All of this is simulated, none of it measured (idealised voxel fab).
process module | voxel gate over fins
cross-section cut | 175 nm wide | cells 5 nm
A cross-section is a grid of square cells, given in bands from the top down. A band is one or more rows of cells.
Each band's line starts with the height of the band's top and of its bottom, in nm. Then come its materials from left to right, each with its width in nm. One material with "throughout" fills the band from edge to edge. "air" is empty space.
Height 0 is the level under which the wafer as received is all one material. The lowest band goes on downwards, as in "0 down".
A width such as "30 to 40" changes by the same amount from each row of cells to the next, from the band's top row to its bottom row.
"no change" after a step means that no cell of the cross-section changed.
closed voids: empty space of 8 cells or more with no open way to the top, each as width x height at its distance from the left edge, in nm
after a step's settings: what the simulator itself notes on the step
overlay nm, on a step with a mask: how far to the right of its planned place the mask lay; to the left if negative
plan
1 op RECEIVE | material Si
2 op CONFORMAL_DEP | material SiN | thk nm 10
3 op MASKED_ETCH | tone cover | mask id FINS | width nm 15 | pitch nm 35 | etch materials SiN | depth nm 10 | overlay nm -15
4 op MASKED_ETCH | tone cover | mask id FINS | width nm 15 | pitch nm 35 | etch materials Si | depth nm 40 | overlay nm 0
5 op FILL_DEP | material SiO2 | thk nm 10
6 op CMP | height nm 10
7 op SELECTIVE_ETCH | etch materials SiO2 | depth nm 20
8 op STRIP | etch materials SiN
9 op CONFORMAL_DEP | material HfO2 | thk nm 5
10 op CONFORMAL_DEP | material TiN | thk nm 5
11 op CONFORMAL_DEP | material TiAl | thk nm 5
12 op CONFORMAL_DEP | material TiN | thk nm 5
13 op FILL_DEP | material W | thk nm 10
14 op CMP | height nm 25
15 op CONFORMAL_DEP | material SiN | thk nm 10
varied across the wafers: overlay nm of step 3. The plan shows the first wafer's value. All wafers start alike
first wafer as received, after step 1
  0 down: Si throughout
  closed voids: none
first wafer at the end, after step 15
  35 to 25: SiN throughout
  25 to 20: W throughout
  20 to 15: W 25 | TiN 105 | W 45
  15 to 10: W 25 | TiN 5 | TiAl 95 | TiN 5 | W 45
  10 to 5: TiN 30 | TiAl 5 | TiN 85 | TiAl 5 | TiN 50
  5 to 0: TiAl 35 | TiN 5 | HfO2 75 | TiN 5 | TiAl 55
  0 to -5: TiN 40 | HfO2 5 | Si 30 | HfO2 5 | Si 30 | HfO2 5 | TiN 60
  -5 to -10: HfO2 45 | Si 30 | HfO2 5 | Si 30 | HfO2 65
  -10 to -40: SiO2 45 | Si 30 | SiO2 5 | Si 30 | SiO2 65
  -40 down: Si throughout
  closed voids: none
last wafer at the end
  35 to 25: SiN throughout
  25 to 20: W throughout
  20 to 15: W 40 | TiN 105 | W 30
  15 to 10: W 40 | TiN 5 | TiAl 95 | TiN 5 | W 30
  10 to 5: TiN 45 | TiAl 5 | TiN 85 | TiAl 5 | TiN 35
  5 to 0: TiAl 50 | TiN 5 | HfO2 75 | TiN 5 | TiAl 40
  0 to -5: TiN 55 | HfO2 5 | Si 30 | HfO2 5 | Si 30 | HfO2 5 | TiN 45
  -5 to -10: HfO2 60 | Si 30 | HfO2 5 | Si 30 | HfO2 50
  -10 to -40: SiO2 60 | Si 30 | SiO2 5 | Si 30 | SiO2 50
  -40 down: Si throughout
  closed voids: none
each wafer at the end: cells of each material gained (+) or lost (-) since it was received, then its closed voids
overlay nm -15 | +41 HfO2 | -184 Si | +70 SiN | +138 SiO2 | +39 TiAl | +78 TiN | +63 W | closed voids: none
overlay nm -10 | +43 HfO2 | -200 Si | +70 SiN | +150 SiO2 | +39 TiAl | +78 TiN | +65 W | closed voids: none
overlay nm -5 | +43 HfO2 | -216 Si | +70 SiN | +162 SiO2 | +39 TiAl | +80 TiN | +67 W | closed voids: none
overlay nm 0 | +43 HfO2 | -232 Si | +70 SiN | +174 SiO2 | +39 TiAl | +82 TiN | +69 W | closed voids: none
overlay nm 5 | +43 HfO2 | -216 Si | +70 SiN | +162 SiO2 | +39 TiAl | +80 TiN | +67 W | closed voids: none
overlay nm 10 | +43 HfO2 | -200 Si | +70 SiN | +150 SiO2 | +39 TiAl | +78 TiN | +65 W | closed voids: none
overlay nm 15 | +41 HfO2 | -184 Si | +70 SiN | +138 SiO2 | +39 TiAl | +78 TiN | +63 W | closed voids: none
